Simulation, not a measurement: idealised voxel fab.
voxel wiring stack: a process module
Xsec cut, 180 nm wide, square cell size 5 nm.
Format of a cross-section: grid, square cells. Given as bands. Order: top down. Band: one or more rows of cells. Quick guide to a band line: top height, bottom height (nm) up front; then every material left to right with its width in nm. Only one material and it's marked "everywhere"? Then it fills the band edge to edge. And "empty" just means empty space. The level at which height equals 0 is the one under which the wafer, as it arrives, is entirely one material. No lower edge exists for the bottom band, which continues downward and is notated as in "from 0 down". A width such as "30->40" changes by the same amount from each row of cells to the next, from the band's top row to its bottom row. "all unchanged", as given for a step, is the statement that not any cell of the cross-section underwent a change during that step. In the "Internal closed voids" entry, you get each enclosed empty space of 8 cells or more, one with no open way to the top, written width x height at distance, distance from the left edge, in nm. Past the settings on a step's line: simulator remark, on that step. A step's line can hold "overlay nm"; with a mask on that step, the setting says how far right of the planned place the mask lay, while a negative setting says it lay to the left.

Planned step list for the process:
1: RECEIVE,material Si
2: CONFORMAL_DEP,material SiO2,thk nm 15
3: DIRECTIONAL_DEP,material TiN,thk nm 5
4: DIRECTIONAL_DEP,material W,thk nm 20
5: DIRECTIONAL_DEP,material aC,thk nm 10
6: PATTERN,tone cover,mask id METAL_1,material resist,width nm 30,pitch nm 60,thk nm 25,overlay nm 0
7: DIRECTIONAL_ETCH,etch materials aC,depth nm 10
8: STRIP,etch materials resist
9: DIRECTIONAL_ETCH,etch materials W,depth nm 20
10: DIRECTIONAL_ETCH,etch materials TiN,depth nm 5
11: STRIP,etch materials aC
12: FILL_DEP,material lowk,thk nm 5
13: CMP,height nm 40
14: CONFORMAL_DEP,material SiCN,thk nm 5
15: DIRECTIONAL_DEP,material SiO2,thk nm 20
16: DIRECTIONAL_DEP,material aC,thk nm 15
17: PATTERN,tone open,mask id PLUG_1,material resist,width nm 15,pitch nm 60,thk nm 35,overlay nm 0
18: DIRECTIONAL_ETCH,etch materials aC,depth nm 15
19: STRIP,etch materials resist
20: DIRECTIONAL_ETCH,etch materials SiO2,depth nm 20
21: DIRECTIONAL_ETCH,etch materials SiCN,depth nm 5
22: STRIP,etch materials aC
23: EPI,material Ru,thk nm 10
24: EPI,material Ru,thk nm 10
25: EPI,material Ru,thk nm 5
26: DIRECTIONAL_DEP,material TiN,thk nm 5
27: DIRECTIONAL_DEP,material Ru,thk nm 15
28: MASKED_ETCH,tone cover,mask id METAL_2,width nm 30,pitch nm 60,etch materials Ru,depth nm 15,overlay nm 0
29: MASKED_ETCH,tone cover,mask id METAL_2,width nm 30,pitch nm 60,etch materials TiN,depth nm 5,overlay nm 0
30: CONFORMAL_DEP,material SiCN,thk nm 5
31: FILL_DEP,material lowk,thk nm 5
32: CMP,height nm 85
33: CONFORMAL_DEP,material SiCN,thk nm 5

Shown in cross-section is the wafer as received, that is, as it stands after step 1:
  from 0 down = Si everywhere
  Internal closed voids: none

The plan above was carried out on the starting structure above with one mistake, and this cross-section shows the wafer at the end of the module:
  from 90 to 85 = SiCN everywhere
  from 85 to 80 = lowk 10 | SiCN 5 | Ru 30 | SiCN 5 | lowk 20 | SiCN 5 | Ru 30 | SiCN 5 | lowk 20 | SiCN 5 | Ru 30 | SiCN 5 | lowk 10
  from 80 to 75 = SiCN 15 | TiN 25 | Ru 5 | SiCN 5 | lowk 10 | SiCN 15 | TiN 25 | Ru 5 | SiCN 5 | lowk 10 | SiCN 15 | TiN 25 | Ru 5 | SiCN 5 | lowk 10
  from 75 to 70 = SiCN 5 | Ru 40 | SiCN 5 | lowk 10 | SiCN 5 | Ru 40 | SiCN 5 | lowk 10 | SiCN 5 | Ru 40 | SiCN 5 | lowk 10
  from 70 to 65 = SiCN 5 | Ru 35 | TiN 5 | SiCN 20 | Ru 35 | TiN 5 | SiCN 20 | Ru 35 | TiN 5 | SiCN 15
  from 65 to 45 = SiO2 15 | Ru 15 | SiO2 45 | Ru 15 | SiO2 45 | Ru 15 | SiO2 30
  from 45 to 40 = SiCN 15 | Ru 15 | SiCN 45 | Ru 15 | SiCN 45 | Ru 15 | SiCN 30
  from 40 to 20 = lowk 15 | W 30 | lowk 30 | W 30 | lowk 30 | W 30 | lowk 15
  from 20 to 15 = lowk 15 | TiN 30 | lowk 30 | TiN 30 | lowk 30 | TiN 30 | lowk 15
  from 15 to 0 = SiO2 everywhere
  from 0 down = Si everywhere
  Internal closed voids: none
It is concluded that the wafer was processed incorrectly with respect to the plan, in that one of the identical steps 23 and 24 was run twice, but which one cannot be determined
